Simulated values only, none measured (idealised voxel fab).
The process module presented herein is designated voxel wiring stack.
Cross-sectional view cut (width: 180 nm; square cell size: 5 nm).
Each cross-section below is a grid of square cells, stated as bands in top-down order, with one or more rows of cells making up each band.
Top height, bottom height, nm. Materials left to right, width each, nm. Single material + "full width" = fills band edge to edge. "empty" = empty.
Convention: height 0 is the level below which the wafer, as received, is all one material. The lowest band does not terminate at the bottom but continues downward, represented as "0 down".
A two-number width, for instance "30 to 40", indicates that the width is equal to the first number in the top row of the band and to the second number in the bottom row, and that it changes by a constant amount per row of cells.
Step marked "stayed the same"? Then no cell in the cross-section changed in it.
Fully sealed cavities: empty space of 8 cells or more with no open way to the top, each as width x height at its distance from the left edge, in nm
Past the settings on a step's line: simulator remark, on that step.
overlay nm: mask right of planned place by this much (step with mask). Neg. = left.

-- The following list gives the planned process steps
1: RECEIVE [material Si]
2: CONFORMAL_DEP [material SiO2] [thk nm 10]
3: DIRECTIONAL_DEP [material TiN] [thk nm 5]
4: DIRECTIONAL_DEP [material Ru] [thk nm 20]
5: PATTERN [tone cover] [mask id METAL_1] [material resist] [width nm 30] [pitch nm 45] [thk nm 15] [overlay nm 0]
6: DIRECTIONAL_ETCH [etch materials Ru] [depth nm 20]
7: DIRECTIONAL_ETCH [etch materials TiN] [depth nm 5]
8: STRIP [etch materials resist]
9: FILL_DEP [material lowk] [thk nm 5]
10: CMP [height nm 35]
11: CONFORMAL_DEP [material SiCN] [thk nm 5]
12: DIRECTIONAL_DEP [material lowk] [thk nm 15]
13: MASKED_ETCH [tone open] [mask id PLUG_1] [width nm 15] [pitch nm 45] [etch materials lowk] [depth nm 15] [overlay nm 0]
14: MASKED_ETCH [tone open] [mask id PLUG_1] [width nm 15] [pitch nm 45] [etch materials SiCN] [depth nm 5] [overlay nm 0]
15: CONFORMAL_DEP [material TiN] [thk nm 5]
16: FILL_DEP [material Cu] [thk nm 5]
17: CMP [height nm 55]
18: DIRECTIONAL_DEP [material TiN] [thk nm 5]
19: DIRECTIONAL_DEP [material W] [thk nm 25]
20: DIRECTIONAL_DEP [material aC] [thk nm 15]
21: PATTERN [tone cover] [mask id METAL_2] [material resist] [width nm 30] [pitch nm 45] [thk nm 35] [overlay nm 0]
22: DIRECTIONAL_ETCH [etch materials aC] [depth nm 15]
23: STRIP [etch materials resist]
24: DIRECTIONAL_ETCH [etch materials W] [depth nm 25]
25: DIRECTIONAL_ETCH [etch materials TiN] [depth nm 5]
26: STRIP [etch materials aC]
27: CONFORMAL_DEP [material SiN] [thk nm 5]
28: FILL_DEP [material lowk] [thk nm 10]
29: CMP [height nm 85]
30: CONFORMAL_DEP [material SiCN] [thk nm 5]
31: DIRECTIONAL_DEP [material lowk] [thk nm 10]
32: MASKED_ETCH [tone open] [mask id PLUG_2] [width nm 15] [etch materials lowk] [depth nm 10] [overlay nm 0]
33: MASKED_ETCH [tone open] [mask id PLUG_2] [width nm 15] [etch materials SiCN] [depth nm 5] [overlay nm 0]
34: EPI [material Ru] [thk nm 10]
35: EPI [material Ru] [thk nm 5]
36: DIRECTIONAL_DEP [material TiN] [thk nm 5]
37: DIRECTIONAL_DEP [material W] [thk nm 25]
38: MASKED_ETCH [tone cover] [mask id METAL_3] [width nm 30] [pitch nm 45] [etch materials W] [depth nm 25] [overlay nm 0]
39: MASKED_ETCH [tone cover] [mask id METAL_3] [width nm 30] [pitch nm 45] [etch materials TiN] [depth nm 5] [overlay nm 0]
40: FILL_DEP [material lowk] [thk nm 5]
41: CMP [height nm 130]
42: CONFORMAL_DEP [material SiN] [thk nm 5]

-- Step 1 complete: cross-section of the wafer as received
    0 down | Si full width
    Fully sealed cavities: none

-- Post-module cross-section of the first of two wafers (run per plan)
    135 to 130 | SiN full width
    130 to 105 | lowk: 50, then W: 30, then lowk: 15, then W: 30, then lowk: 55
    105 to 100 | lowk: 50, then TiN: 30, then lowk: 15, then TiN: 30, then lowk: 55
    100 to 90 | lowk: 50, then Ru: 15, then lowk: 115
    90 to 85 | SiCN: 50, then Ru: 15, then SiCN: 115
    85 to 60 | lowk: 45, then SiN: 5, then W: 30, then SiN: 5, then lowk: 5, then SiN: 5, then W: 30, then SiN: 5, then lowk: 50
    60 to 55 | SiN: 50, then TiN: 30, then SiN: 15, then TiN: 30, then SiN: 55
    55 to 40 | lowk: 50, then TiN: 5, then Cu: 5, then TiN: 5, then lowk: 30, then TiN: 5, then Cu: 5, then TiN: 5, then lowk: 70
    40 to 35 | SiCN: 50, then TiN: 15, then SiCN: 30, then TiN: 15, then SiCN: 70
    35 to 15 | lowk: 50, then Ru: 30, then lowk: 15, then Ru: 30, then lowk: 55
    15 to 10 | lowk: 50, then TiN: 30, then lowk: 15, then TiN: 30, then lowk: 55
    10 to 0 | SiO2 full width
    0 down | Si full width
    Fully sealed cavities: none

-- This cross-section belongs to the second wafer of two at the end of the module; the start and the plan were shared with the first, and the run included one mistake
    135 to 130 | SiN full width
    130 to 105 | lowk: 50, then W: 30, then lowk: 15, then W: 30, then lowk: 55
    105 to 100 | lowk: 50, then TiN: 30, then lowk: 15, then TiN: 30, then lowk: 55
    100 to 90 | lowk: 50, then Ru: 15, then lowk: 115
    90 to 85 | SiCN: 50, then Ru: 15, then SiCN: 115
    85 to 60 | lowk: 50, then SiN: 5, then W: 20, then SiN: 5, then lowk: 15, then SiN: 5, then W: 20, then SiN: 5, then lowk: 55
    60 to 55 | SiN: 55, then TiN: 20, then SiN: 25, then TiN: 20, then SiN: 60
    55 to 40 | lowk: 50, then TiN: 5, then Cu: 5, then TiN: 5, then lowk: 30, then TiN: 5, then Cu: 5, then TiN: 5, then lowk: 70
    40 to 35 | SiCN: 50, then TiN: 15, then SiCN: 30, then TiN: 15, then SiCN: 70
    35 to 15 | lowk: 50, then Ru: 30, then lowk: 15, then Ru: 30, then lowk: 55
    15 to 10 | lowk: 50, then TiN: 30, then lowk: 15, then TiN: 30, then lowk: 55
    10 to 0 | SiO2 full width
    0 down | Si full width
    Fully sealed cavities: none
What was the processing mistake? step 21 was not run as planned; what actually ran was PATTERN [tone cover] [mask id METAL_2] [material resist] [width nm 20] [pitch nm 45] [thk nm 35] [overlay nm 0]
Final difference in cells, second wafer against first, listed per material as more or fewer: SiN: 4 more; TiN: 4 fewer; W: 20 fewer; lowk: 20 more
